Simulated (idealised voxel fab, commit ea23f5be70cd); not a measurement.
Process module heading - voxel local oxidation
In the cross-section labelled cut, the width is 300 nm and each square cell is 5 nm.
Cross-section spec: square-cell grid; bands listed top down; each band is one or more rows.
The band entry comprises the height of the band's top followed by the height of its bottom, expressed in nm, and subsequently the band's materials from left to right, each stated together with its width in nm. Where a single material is marked with the word "throughout", that material fills the band from edge to edge. The word "empty" represents empty space.
Measure heights from 0. That's the level where, below it, the as-received wafer is all one material. The lowest band is bottomless and extends downward; write it as in "from 0 down".
The notation "30 to 40" denotes a width that varies across the rows of cells in the band, beginning at the first number in the top row, finishing at the second number in the bottom row, and changing by an identical amount from each row to the next.
"nothing different" after a step means that no cell of the cross-section changed.
You'll see "Trapped void list" listing empty spaces that have no way open to the top, as long as they're 8 cells or more; the notation is width x height at distance, where the distance is from the left edge, and all of it is in nm.
Post-settings text on a step line: simulator's own remark regarding the step.
The optional step-line setting "overlay nm" applies to steps with a mask and quantifies how far to the right of its planned location the mask lay, a negative value indicating leftward placement.

List of planned process steps
1. RECEIVE: material Si
2. OXIDIZE: depth nm 5
3. CONFORMAL_DEP: material SiN, thk nm 10
4. MASKED_ETCH: tone cover, mask id ACTIVE, width nm 130, etch materials SiN, depth nm 10, overlay nm 0
5. SELECTIVE_ETCH: etch materials SiO2, depth nm 5
6. OXIDIZE: depth nm 10
7. STRIP: etch materials SiN

First out of two wafers; run went to plan

As received (post step 1): cross-section
    from 0 down: Si throughout
    Trapped void list: none

Upon completion of step 2, the wafer appears in cross-section as shown
    from 0 to -5: SiO2 throughout
    Everything below -5 is unchanged.

Upon completion of step 3, the wafer appears in cross-section as shown
    from 10 to 0: SiN throughout
    Everything below 0 is unchanged.

Upon completion of step 4, the wafer appears in cross-section as shown
    from 10 to 0: empty (85) / SiN (130) / empty (85)
    Everything below 0 is unchanged.

Upon completion of step 5, the wafer appears in cross-section as shown
    from 10 to 0: empty (85) / SiN (130) / empty (85)
    from 0 to -5: empty (90) / SiO2 (120) / empty (90)
    Everything below -5 is unchanged.

Upon completion of step 6, the wafer appears in cross-section as shown
    from 10 to 0: empty (85) / SiN (130) / empty (85)
    from 0 to -5: empty (90) / SiO2 (120) / empty (90)
    from -5 to -15: SiO2 (100) / Si (100) / SiO2 (100)
    Everything below -15 is unchanged.

Upon completion of step 7, the wafer appears in cross-section as shown
    from 0 to -5: empty (90) / SiO2 (120) / empty (90)
    Everything below -5 is unchanged.

What follows concerns the second wafer, which started out like the first and was meant to follow the very same plan; one mistake crept in when it was run, but everything up to and including step 4 is the same as for the first wafer

Cross-section, second wafer, at the end time the plan gives for step 5
    from 10 to 0: empty (85) / SiN (130) / empty (85)
    from 0 to -5: empty (100) / SiO2 (100) / empty (100)
    Everything below -5 is unchanged.

Cross-section, second wafer, at the end time the plan gives for step 6
    from 10 to 0: empty (85) / SiN (130) / empty (85)
    from 0 to -5: empty (100) / SiO2 (100) / empty (100)
    from -5 to -15: SiO2 (110) / Si (80) / SiO2 (110)
    Everything below -15 is unchanged.

Cross-section, second wafer, at the end time the plan gives for step 7
    from 0 to -5: empty (100) / SiO2 (100) / empty (100)
    Everything below -5 is unchanged.
Nonconformance to the process plan: heads up, step 5 didn't go per plan, it actually ran as SELECTIVE_ETCH: etch materials SiO2, depth nm 15
In the final state, the cell counts of the second wafer exceed or fall short of those of the first for the following materials: Si: 8 fewer; SiO2: 4 more
